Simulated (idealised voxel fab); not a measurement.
process module | voxel capacitor over wiring
cross-section cut | 225 nm wide | cells 5 nm
A cross-section is a grid of square cells, given in bands from the top down. A band is one or more rows of cells.
Each band's line starts with the height of the band's top and of its bottom, in nm. Then come its materials from left to right, each with its width in nm. One material with "throughout" fills the band from edge to edge. "air" is empty space.
Height 0 is the level under which the wafer as received is all one material. The lowest band goes on downwards, as in "0 down".
A width such as "30 to 40" changes by the same amount from each row of cells to the next, from the band's top row to its bottom row.
"no change" after a step means that no cell of the cross-section changed.
closed voids: empty space of 8 cells or more with no open way to the top, each as width x height at its distance from the left edge, in nm
after a step's settings: what the simulator itself notes on the step
overlay nm, on a step with a mask: how far to the right of its planned place the mask lay; to the left if negative
plan
1 op RECEIVE | material Si
2 op CONFORMAL_DEP | material SiO2 | thk nm 10
3 op CONFORMAL_DEP | material SiN | thk nm 5
4 op DIRECTIONAL_DEP | material lowk | thk nm 25
5 op DIRECTIONAL_DEP | material aC | thk nm 15
6 op PATTERN | tone open | mask id METAL_1 | material resist | width nm 25 | pitch nm 80 | thk nm 30 | overlay nm 0
7 op DIRECTIONAL_ETCH | etch materials aC | depth nm 15
8 op STRIP | etch materials resist
9 op DIRECTIONAL_ETCH | etch materials lowk | depth nm 25
10 op DIRECTIONAL_ETCH | etch materials SiN | depth nm 5
11 op STRIP | etch materials aC
12 op CONFORMAL_DEP | material TiN | thk nm 5
13 op FILL_DEP | material Ru | thk nm 5
14 op CMP | height nm 40
15 op EPI | material Ru | thk nm 5
16 op FILL_DEP | material SiCN | thk nm 5
17 op DIRECTIONAL_DEP | material lowk | thk nm 20
18 op DIRECTIONAL_DEP | material aC | thk nm 10
19 op PATTERN | tone open | mask id PLUG_1 | material resist | width nm 15 | thk nm 25 | overlay nm 0
20 op DIRECTIONAL_ETCH | etch materials aC | depth nm 10
21 op STRIP | etch materials resist
22 op DIRECTIONAL_ETCH | etch materials lowk | depth nm 20
23 op DIRECTIONAL_ETCH | etch materials SiCN | depth nm 5
24 op STRIP | etch materials aC
25 op EPI | material Ru | thk nm 10
26 op EPI | material Ru | thk nm 10
27 op EPI | material Ru | thk nm 5
28 op DIRECTIONAL_DEP | material TiN | thk nm 10
29 op DIRECTIONAL_DEP | material HfO2 | thk nm 5
30 op DIRECTIONAL_DEP | material TiN | thk nm 10
31 op MASKED_ETCH | tone cover | mask id UPPER_PLATE | width nm 60 | etch materials TiN | depth nm 10 | overlay nm 0
32 op MASKED_ETCH | tone cover | mask id UPPER_PLATE | width nm 60 | etch materials HfO2 | depth nm 5 | overlay nm 0
33 op MASKED_ETCH | tone cover | mask id LOWER_PLATE | width nm 70 | etch materials TiN | depth nm 10 | overlay nm 0
34 op FILL_DEP | material SiO2 | thk nm 15
35 op CMP | height nm 105
36 op MASKED_ETCH | tone open | mask id PLUG_2 | width nm 15 | etch materials SiO2 | depth nm 10 | overlay nm 0
37 op CONFORMAL_DEP | material TiN | thk nm 5
38 op FILL_DEP | material W | thk nm 10
39 op CMP | height nm 105
40 op CONFORMAL_DEP | material SiCN | thk nm 5
first wafer, as planned
as received, after step 1
  0 down: Si throughout
  closed voids: none
after step 2
  10 to 0: SiO2 throughout
  below 0: unchanged
after step 3
  15 to 10: SiN throughout
  below 10: unchanged
after step 4
  40 to 15: lowk throughout
  below 15: unchanged
after step 5
  55 to 40: aC throughout
  below 40: unchanged
after step 6
  85 to 55: resist 60 | air 25 | resist 55 | air 25 | resist 60
  below 55: unchanged
after step 7
  70 to 55: resist 60 | air 25 | resist 55 | air 25 | resist 60
  55 to 40: aC 60 | air 25 | aC 55 | air 25 | aC 60
  below 40: unchanged
after step 8
  55 to 40: aC 60 | air 25 | aC 55 | air 25 | aC 60
  below 40: unchanged
after step 9
  55 to 40: aC 60 | air 25 | aC 55 | air 25 | aC 60
  40 to 15: lowk 60 | air 25 | lowk 55 | air 25 | lowk 60
  below 15: unchanged
after step 10
  55 to 40: aC 60 | air 25 | aC 55 | air 25 | aC 60
  40 to 15: lowk 60 | air 25 | lowk 55 | air 25 | lowk 60
  15 to 10: SiN 60 | air 25 | SiN 55 | air 25 | SiN 60
  below 10: unchanged
after step 11
  40 to 15: lowk 60 | air 25 | lowk 55 | air 25 | lowk 60
  below 15: unchanged
after step 12
  45 to 40: TiN 65 | air 15 | TiN 65 | air 15 | TiN 65
  40 to 15: lowk 60 | TiN 5 | air 15 | TiN 5 | lowk 55 | TiN 5 | air 15 | TiN 5 | lowk 60
  15 to 10: SiN 60 | TiN 25 | SiN 55 | TiN 25 | SiN 60
  below 10: unchanged
after step 13
  50 to 45: Ru throughout
  45 to 40: TiN 65 | Ru 15 | TiN 65 | Ru 15 | TiN 65
  40 to 15: lowk 60 | TiN 5 | Ru 15 | TiN 5 | lowk 55 | TiN 5 | Ru 15 | TiN 5 | lowk 60
  below 15: unchanged
after step 14
  40 to 15: lowk 60 | TiN 5 | Ru 15 | TiN 5 | lowk 55 | TiN 5 | Ru 15 | TiN 5 | lowk 60
  below 15: unchanged
after step 15
  45 to 40: air 55 | Ru 35 | air 45 | Ru 35 | air 55
  below 40: unchanged
after step 16
  50 to 45: SiCN throughout
  45 to 40: SiCN 55 | Ru 35 | SiCN 45 | Ru 35 | SiCN 55
  below 40: unchanged
after step 17
  70 to 50: lowk throughout
  below 50: unchanged
after step 18
  80 to 70: aC throughout
  below 70: unchanged
after step 19
  105 to 80: resist 70 | air 15 | resist 140
  below 80: unchanged
after step 20
  95 to 80: resist 70 | air 15 | resist 140
  80 to 70: aC 70 | air 15 | aC 140
  below 70: unchanged
after step 21
  80 to 70: aC 70 | air 15 | aC 140
  below 70: unchanged
after step 22
  80 to 70: aC 70 | air 15 | aC 140
  70 to 50: lowk 70 | air 15 | lowk 140
  below 50: unchanged
after step 23
  80 to 70: aC 70 | air 15 | aC 140
  70 to 50: lowk 70 | air 15 | lowk 140
  50 to 45: SiCN 70 | air 15 | SiCN 140
  below 45: unchanged
after step 24
  70 to 50: lowk 70 | air 15 | lowk 140
  below 50: unchanged
after step 25
  70 to 55: lowk 70 | air 15 | lowk 140
  55 to 50: lowk 70 | Ru 15 | lowk 140
  50 to 45: SiCN 70 | Ru 15 | SiCN 140
  below 45: unchanged
after step 26
  70 to 65: lowk 70 | air 15 | lowk 140
  65 to 50: lowk 70 | Ru 15 | lowk 140
  below 50: unchanged
after step 27
  70 to 50: lowk 70 | Ru 15 | lowk 140
  below 50: unchanged
after step 28
  80 to 70: TiN throughout
  below 70: unchanged
after step 29
  85 to 80: HfO2 throughout
  below 80: unchanged
after step 30
  95 to 85: TiN throughout
  below 85: unchanged
after step 31
  95 to 85: air 70 | TiN 60 | air 95
  below 85: unchanged
after step 32
  95 to 85: air 70 | TiN 60 | air 95
  85 to 80: air 70 | HfO2 60 | air 95
  below 80: unchanged
after step 33
  95 to 85: air 70 | TiN 60 | air 95
  85 to 80: air 70 | HfO2 60 | air 95
  80 to 70: air 65 | TiN 70 | air 90
  below 70: unchanged
after step 34
  110 to 95: SiO2 throughout
  95 to 85: SiO2 70 | TiN 60 | SiO2 95
  85 to 80: SiO2 70 | HfO2 60 | SiO2 95
  80 to 70: SiO2 65 | TiN 70 | SiO2 90
  below 70: unchanged
after step 35
  105 to 95: SiO2 throughout
  below 95: unchanged
after step 36
  105 to 95: SiO2 80 | air 15 | SiO2 130
  below 95: unchanged
after step 37
  110 to 105: TiN 85 | air 5 | TiN 135
  105 to 100: SiO2 80 | TiN 5 | air 5 | TiN 5 | SiO2 130
  100 to 95: SiO2 80 | TiN 15 | SiO2 130
  below 95: unchanged
after step 38
  120 to 110: W throughout
  110 to 105: TiN 85 | W 5 | TiN 135
  105 to 100: SiO2 80 | TiN 5 | W 5 | TiN 5 | SiO2 130
  below 100: unchanged
after step 39
  105 to 100: SiO2 80 | TiN 5 | W 5 | TiN 5 | SiO2 130
  below 100: unchanged
after step 40
  110 to 105: SiCN throughout
  below 105: unchanged
second wafer: like start, like plan, one mistake. Through step 27 it matches the first wafer
when step 28 should have ended
  80 to 70: aC throughout
  below 70: unchanged
when step 29 should have ended
  85 to 80: HfO2 throughout
  below 80: unchanged
when step 30 should have ended
  95 to 85: TiN throughout
  below 85: unchanged
when step 31 should have ended
  95 to 85: air 70 | TiN 60 | air 95
  below 85: unchanged
when step 32 should have ended
  95 to 85: air 70 | TiN 60 | air 95
  85 to 80: air 70 | HfO2 60 | air 95
  below 80: unchanged
when step 33 should have ended: no change
when step 34 should have ended
  110 to 95: SiO2 throughout
  95 to 85: SiO2 70 | TiN 60 | SiO2 95
  85 to 80: SiO2 70 | HfO2 60 | SiO2 95
  below 80: unchanged
when step 35 should have ended
  105 to 95: SiO2 throughout
  below 95: unchanged
when step 36 should have ended
  105 to 95: SiO2 80 | air 15 | SiO2 130
  below 95: unchanged
when step 37 should have ended
  110 to 105: TiN 85 | air 5 | TiN 135
  105 to 100: SiO2 80 | TiN 5 | air 5 | TiN 5 | SiO2 130
  100 to 95: SiO2 80 | TiN 15 | SiO2 130
  below 95: unchanged
when step 38 should have ended
  120 to 110: W throughout
  110 to 105: TiN 85 | W 5 | TiN 135
  105 to 100: SiO2 80 | TiN 5 | W 5 | TiN 5 | SiO2 130
  below 100: unchanged
when step 39 should have ended
  105 to 100: SiO2 80 | TiN 5 | W 5 | TiN 5 | SiO2 130
  below 100: unchanged
when step 40 should have ended
  110 to 105: SiCN throughout
  below 105: unchanged
what went wrong: step 28 ran as: op DIRECTIONAL_DEP | material aC | thk nm 10
at the end the second wafer has, in cells: 62 fewer of SiO2 | 28 fewer of TiN | 90 more of aC
